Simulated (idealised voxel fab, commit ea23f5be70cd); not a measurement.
The following process module bears the name voxel released beams.
This is section cut - it's 280 nm across, gridded in 5 nm square cells.
Notation: cross-section as square-cell grid; stated in bands, top first, going down; one or more cell rows per band. Per band: top height and bottom height in nm, followed by the left-to-right materials and their widths in nm; "throughout" marks a single material spanning edge to edge, "empty" marks empty space. Where do heights start? At 0: under that level the wafer as delivered is made of one material only. And the lowest band has no floor; it just carries on downward, as in "0 -> down". A two-number width, for instance "30 to 40", indicates that the width is equal to the first number in the top row of the band and to the second number in the bottom row, and that it changes by a constant amount per row of cells. "remained the same" for a step: no cell of the cross-section changed in that step. Enclosed voids (no open way to top), threshold 8 cells or more, entry "Fully enclosed voids", notation width x height at distance, distance from left edge, nm. It should be noted that, on the line of a given step, the content following the step's settings is a remark produced by the simulator itself with respect to that step. You can add "overlay nm" to a step's line. For a step with a mask, it describes how far the mask lay to the right of its planned position, and a negative number describes a lay to the left.
Process steps foreseen in the plan
1,RECEIVE (material Si)
2,CONFORMAL_DEP (material Al2O3; thk nm 5)
3,DIRECTIONAL_DEP (material SiO2; thk nm 10)
4,DIRECTIONAL_DEP (material aC; thk nm 10)
5,PATTERN (tone open; mask id ANCHOR; material resist; width nm 40; thk nm 25; overlay nm 0)
6,DIRECTIONAL_ETCH (etch materials aC; depth nm 10)
7,STRIP (etch materials resist)
8,DIRECTIONAL_ETCH (etch materials SiO2; depth nm 10)
9,STRIP (etch materials aC)
10,CONFORMAL_DEP (material SiN; thk nm 15)
11,MASKED_ETCH (tone cover; mask id BEAM; width nm 85; etch materials SiN; depth nm 15; overlay nm -15)
12,STRIP (etch materials SiO2)
Split variable: overlay nm, step 11. Plan value = first wafer. Wafers start alike.
Cross-section of the first of several received wafers, showing its state after step 1
    0 -> down | Si throughout
    Fully enclosed voids: none
Cross-section, first of several wafers, end of module, after last step 12
    30 -> 20 | empty: 80 / SiN: 35 / empty: 10 / SiN: 40 / empty: 115
    20 -> 15 | empty: 80 / SiN: 85 / empty: 115
    15 -> 5 | empty: 100 / SiN: 40 / empty: 140
    5 -> 0 | Al2O3 throughout
    0 -> down | Si throughout
    Fully enclosed voids: none
At the end of the module, the last of several wafers in cross-section
    30 -> 20 | empty: 110 / SiN: 5 / empty: 10 / SiN: 70 / empty: 85
    20 -> 15 | empty: 110 / SiN: 85 / empty: 85
    15 -> 5 | empty: 100 / SiN: 40 / empty: 140
    5 -> 0 | Al2O3 throughout
    0 -> down | Si throughout
    Fully enclosed voids: none
End of module, by wafer: material-by-material cell gain (+) or loss (-) since receipt, then closed voids
overlay nm -15; +56 Al2O3; +63 SiN; Fully enclosed voids: none
overlay nm -10; +56 Al2O3; +63 SiN; Fully enclosed voids: none
overlay nm -5; +56 Al2O3; +63 SiN; Fully enclosed voids: none
overlay nm 0; +56 Al2O3; +63 SiN; Fully enclosed voids: none
overlay nm 5; +56 Al2O3; +63 SiN; Fully enclosed voids: none
overlay nm 10; +56 Al2O3; +63 SiN; Fully enclosed voids: none
overlay nm 15; +56 Al2O3; +63 SiN; Fully enclosed voids: none
